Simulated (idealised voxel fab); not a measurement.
voxel spacer lines: a process module
In the cross-section labelled cut, the width is 195 nm and each square cell is 5 nm.
A cross-section is written here as square cells arranged in a grid, and it is given in bands from the top down, each band taking up one or more rows of cells.
Each band's line starts with the height of the band's top and of its bottom, in nm. Then come its materials from left to right, each with its width in nm. One material with "all across" fills the band from edge to edge. "blank" is empty space.
Counting heights begins at 0, where everything beneath is, in the wafer as received, one material. The lowest band has no bottom; it goes on downwards, as "0 and below" shows.
Think of "30..40" as a width that walks from the first number to the second as you go down the band, top row to bottom row, taking equal-sized steps from row to row.
"no alteration" (step): cross-section cells unchanged, all of them.
Listed in "Unvented voids": every empty space of 8 or more cells without an open way to the top. Form: width x height at distance, the distance being from the left edge, all in nm.
If you see something after the settings on a step's line, that's the simulator's own remark about that step.
On any step carrying a mask, the "overlay nm" setting, if present on the step's line, tells how far right of its planned place the mask lay; negative values point to the left.
Process steps (planned):
step 1: RECEIVE, material Si
step 2: CONFORMAL_DEP, material Al2O3, thk nm 10
step 3: DIRECTIONAL_DEP, material W, thk nm 15
step 4: DIRECTIONAL_DEP, material polySi, thk nm 25
step 5: PATTERN, tone cover, mask id MANDREL, material resist, width nm 20, pitch nm 60, thk nm 30, overlay nm 0
step 6: DIRECTIONAL_ETCH, etch materials polySi, depth nm 25
step 7: STRIP, etch materials resist
step 8: CONFORMAL_DEP, material SiO2, thk nm 10
step 9: DIRECTIONAL_ETCH, etch materials SiO2, depth nm 10
step 10: STRIP, etch materials polySi
step 11: DIRECTIONAL_ETCH, etch materials W, depth nm 15
step 12: STRIP, etch materials SiO2
The cross-section here shows the wafer as received, i.e. in its state after step 1:
    0 and below | Si all across
    Unvented voids: none
Same starting wafer, same plan as above, one mistake in the execution; this is the cross-section at the end of the module:
    40 down to 25 | 15 nm blank  10 nm W  20 nm blank  10 nm W  20 nm blank  10 nm W  20 nm blank  10 nm W  20 nm blank  10 nm W  20 nm blank  10 nm W  20 nm blank
    25 down to 10 | W all across
    10 down to 0 | Al2O3 all across
    0 and below | Si all across
    Unvented voids: none
In executing the process, a mistake was made relative to the plan: heads up, step 3 of the plan got done twice
